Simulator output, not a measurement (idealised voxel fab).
process module | voxel released beams
The width of the displayed cross-section, cut, is 245 nm; its cells are square, with a size of 5 nm.
Cross-section = grid of square cells, listed top down in bands; band = one or more rows.
It is stipulated that each band's entry specify, in nanometres, the height of the top of the band and then that of its bottom, followed by the materials of the band in left-to-right sequence, each together with its width in nanometres. A single material marked by the word "edge to edge" is understood to fill the band from edge to edge; the word "empty" is understood to denote empty space.
For the purposes of this specification, 0 denotes the height below which the wafer in its as-received condition is composed wholly of one material, and the lowermost band, lacking a lower limit, extends downward without end, as expressed in "0 down".
Width: "30->40" (first number = top row, second number = bottom row, same change from row to row of cells).
"no alterations made", as given for a step, is the statement that not any cell of the cross-section underwent a change during that step.
"Encapsulated voids": sealed empty spaces, 8 cells or more, no open way to top, listed width x height at distance, with distance from the left edge and width, height and distance in nm.
Anything after a step's settings on that line? It's the simulator's own note about the step.
"overlay nm" answers the question of how far to the right of plan the mask lay on a step that has a mask, and when it is negative the answer is to the left.
### Planned process steps
1. RECEIVE [material Si]
2. CONFORMAL_DEP [material Al2O3] [thk nm 5]
3. DIRECTIONAL_DEP [material SiO2] [thk nm 15]
4. DIRECTIONAL_DEP [material aC] [thk nm 10]
5. PATTERN [tone open] [mask id ANCHOR] [material resist] [width nm 25] [thk nm 30] [overlay nm 0]
6. DIRECTIONAL_ETCH [etch materials aC] [depth nm 10]
7. STRIP [etch materials resist]
8. DIRECTIONAL_ETCH [etch materials SiO2] [depth nm 15]
9. STRIP [etch materials aC]
10. CONFORMAL_DEP [material polySi] [thk nm 10]
11. DIRECTIONAL_DEP [material aC] [thk nm 15]
12. PATTERN [tone cover] [mask id BEAM] [material resist] [width nm 80] [thk nm 30] [overlay nm 0]
13. DIRECTIONAL_ETCH [etch materials aC] [depth nm 15]
14. STRIP [etch materials resist]
15. DIRECTIONAL_ETCH [etch materials polySi] [depth nm 10]
16. STRIP [etch materials aC]
17. STRIP [etch materials SiO2]
### Cross-section of the incoming wafer, state after step 1
	0 down = Si edge to edge
	Encapsulated voids: none
### End state of the module in cross-section, given the above starting point and plan and one mistake in execution
	40 to 30 = empty: 80, then polySi: 80, then empty: 85
	30 to 20 = polySi edge to edge
	20 to 5 = SiO2 edge to edge
	5 to 0 = Al2O3 edge to edge
	0 down = Si edge to edge
	Encapsulated voids: none
Want to know what went wrong? step 4 was processed under conditions differing from the plan, specifically as DIRECTIONAL_DEP [material polySi] [thk nm 10]
